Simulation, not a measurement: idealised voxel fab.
process module | voxel transistor to metal
cross-section cut | 195 nm wide | cells 5 nm
A cross-section is a grid of square cells, given in bands from the top down. A band is one or more rows of cells.
Each band's line starts with the height of the band's top and of its bottom, in nm. Then come its materials from left to right, each with its width in nm. One material with "throughout" fills the band from edge to edge. "air" is empty space.
Height 0 is the level under which the wafer as received is all one material. The lowest band goes on downwards, as in "0 down".
A width such as "30 to 40" changes by the same amount from each row of cells to the next, from the band's top row to its bottom row.
"no change" after a step means that no cell of the cross-section changed.
closed voids: empty space of 8 cells or more with no open way to the top, each as width x height at its distance from the left edge, in nm
after a step's settings: what the simulator itself notes on the step
overlay nm, on a step with a mask: how far to the right of its planned place the mask lay; to the left if negative
plan
1 op RECEIVE | material Si
2 op CONFORMAL_DEP | material SiO2 | thk nm 5
3 op CONFORMAL_DEP | material SiN | thk nm 15
4 op PATTERN | tone cover | mask id ACTIVE | material resist | width nm 115 | thk nm 15 | overlay nm 0
5 op DIRECTIONAL_ETCH | etch materials SiN | depth nm 15
6 op DIRECTIONAL_ETCH | etch materials SiO2 | depth nm 5
7 op DIRECTIONAL_ETCH | etch materials Si | depth nm 35
8 op STRIP | etch materials resist
9 op OXIDIZE | depth nm 5
10 op FILL_DEP | material SiO2 | thk nm 5
11 op CMP | height nm 20
12 op SELECTIVE_ETCH | etch materials SiO2 | depth nm 10
13 op STRIP | etch materials SiN
14 op SELECTIVE_ETCH | etch materials SiO2 | depth nm 5
15 op OXIDIZE | depth nm 5
16 op DIRECTIONAL_DEP | material polySi | thk nm 30
17 op DIRECTIONAL_DEP | material SiCN | thk nm 15
18 op PATTERN | tone cover | mask id GATE | material resist | width nm 35 | thk nm 15 | overlay nm 0
19 op DIRECTIONAL_ETCH | etch materials SiCN | depth nm 25
20 op DIRECTIONAL_ETCH | etch materials polySi | depth nm 40
21 op STRIP | etch materials resist
22 op CONFORMAL_DEP | material SiN | thk nm 5
23 op DIRECTIONAL_ETCH | etch materials SiN | depth nm 5
24 op DIRECTIONAL_ETCH | etch materials SiO2 | depth nm 5
25 op DIRECTIONAL_ETCH | etch materials Si | depth nm 15
26 op EPI | material nSi | thk nm 20
27 op FILL_DEP | material SiO2 | thk nm 5
28 op CMP | height nm 30
29 op STRIP | etch materials polySi
30 op SELECTIVE_ETCH | etch materials SiO2 | depth nm 5
31 op CONFORMAL_DEP | material HfO2 | thk nm 5
32 op CONFORMAL_DEP | material TiN | thk nm 5
33 op FILL_DEP | material W | thk nm 10
34 op CMP | height nm 25
35 op DIRECTIONAL_DEP | material SiO2 | thk nm 15
36 op DIRECTIONAL_DEP | material aC | thk nm 15
37 op PATTERN | tone open | mask id CONTACT | material resist | width nm 15 | pitch nm 90 | thk nm 35 | overlay nm 0
38 op DIRECTIONAL_ETCH | etch materials aC | depth nm 15
39 op STRIP | etch materials resist
40 op DIRECTIONAL_ETCH | etch materials SiO2 | depth nm 40
41 op STRIP | etch materials aC
42 op CONFORMAL_DEP | material TiN | thk nm 5
43 op FILL_DEP | material W | thk nm 5
44 op CMP | height nm 40
45 op CONFORMAL_DEP | material SiCN | thk nm 5
46 op DIRECTIONAL_DEP | material SiO2 | thk nm 20
47 op PATTERN | tone open | mask id METAL_1 | material resist | width nm 15 | pitch nm 90 | thk nm 20 | overlay nm 0
48 op DIRECTIONAL_ETCH | etch materials SiO2 | depth nm 20
49 op DIRECTIONAL_ETCH | etch materials SiCN | depth nm 5
50 op STRIP | etch materials resist
51 op CONFORMAL_DEP | material TiN | thk nm 5
52 op FILL_DEP | material Cu | thk nm 10
53 op CMP | height nm 65
54 op EPI | material Ru | thk nm 5
55 op FILL_DEP | material SiCN | thk nm 5
56 op DIRECTIONAL_DEP | material SiO2 | thk nm 25
57 op PATTERN | tone open | mask id METAL_2 | material resist | width nm 15 | pitch nm 90 | thk nm 20 | overlay nm 0
58 op DIRECTIONAL_ETCH | etch materials SiO2 | depth nm 15
59 op STRIP | etch materials resist
60 op MASKED_ETCH | tone open | mask id METAL_2_HOLES | width nm 15 | pitch nm 90 | etch materials SiO2 | depth nm 10 | overlay nm 0
61 op MASKED_ETCH | tone open | mask id METAL_2_HOLES | width nm 15 | pitch nm 90 | etch materials SiCN | depth nm 5 | overlay nm 0
62 op CONFORMAL_DEP | material TiN | thk nm 5
63 op FILL_DEP | material Cu | thk nm 10
64 op CMP | height nm 100
65 op CONFORMAL_DEP | material SiN | thk nm 5
as received, after step 1
  0 down: Si throughout
  closed voids: none
a wafer at the end: this start, this plan, one mistake
  105 to 100: SiN throughout
  100 to 90: SiO2 45 | TiN 5 | Cu 5 | TiN 5 | SiO2 75 | TiN 5 | Cu 5 | TiN 5 | SiO2 45
  90 to 85: SiCN 45 | TiN 15 | SiCN 75 | TiN 15 | SiCN 45
  85 to 80: Ru throughout
  80 to 70: Cu throughout
  70 to 65: TiN 50 | Cu 5 | TiN 85 | Cu 5 | TiN 50
  65 to 45: SiO2 45 | TiN 5 | Cu 5 | TiN 5 | SiO2 75 | TiN 5 | Cu 5 | TiN 5 | SiO2 45
  45 to 40: SiCN 45 | TiN 15 | SiCN 75 | TiN 15 | SiCN 45
  40 to 25: SiO2 45 | TiN 5 | W 5 | TiN 5 | SiO2 75 | TiN 5 | W 5 | TiN 5 | SiO2 45
  25 to 20: SiO2 45 | TiN 5 | W 5 | TiN 5 | SiO2 15 | SiN 5 | HfO2 5 | TiN 5 | W 15 | TiN 5 | HfO2 5 | SiN 5 | SiO2 15 | TiN 5 | W 5 | TiN 5 | SiO2 45
  20 to 15: SiO2 45 | TiN 15 | SiO2 15 | SiN 5 | HfO2 5 | TiN 5 | W 15 | TiN 5 | HfO2 5 | SiN 5 | SiO2 15 | TiN 15 | SiO2 45
  15 to 5: SiO2 45 | TiN 10 | nSi 20 | SiN 5 | HfO2 5 | TiN 5 | W 15 | TiN 5 | HfO2 5 | SiN 5 | nSi 20 | TiN 10 | SiO2 45
  5 to 0: SiO2 35 | SiN 5 | SiO2 5 | TiN 10 | nSi 20 | SiN 5 | HfO2 5 | TiN 25 | HfO2 5 | SiN 5 | nSi 20 | TiN 10 | SiO2 5 | SiN 5 | SiO2 35
  0 to -5: SiO2 40 | nSi 35 | HfO2 45 | nSi 35 | SiO2 40
  -5 to -20: SiO2 45 | nSi 30 | Si 45 | nSi 30 | SiO2 45
  -20 to -40: SiO2 45 | Si 105 | SiO2 45
  -40 down: Si throughout
  closed voids: none
what went wrong: step 53 was left out
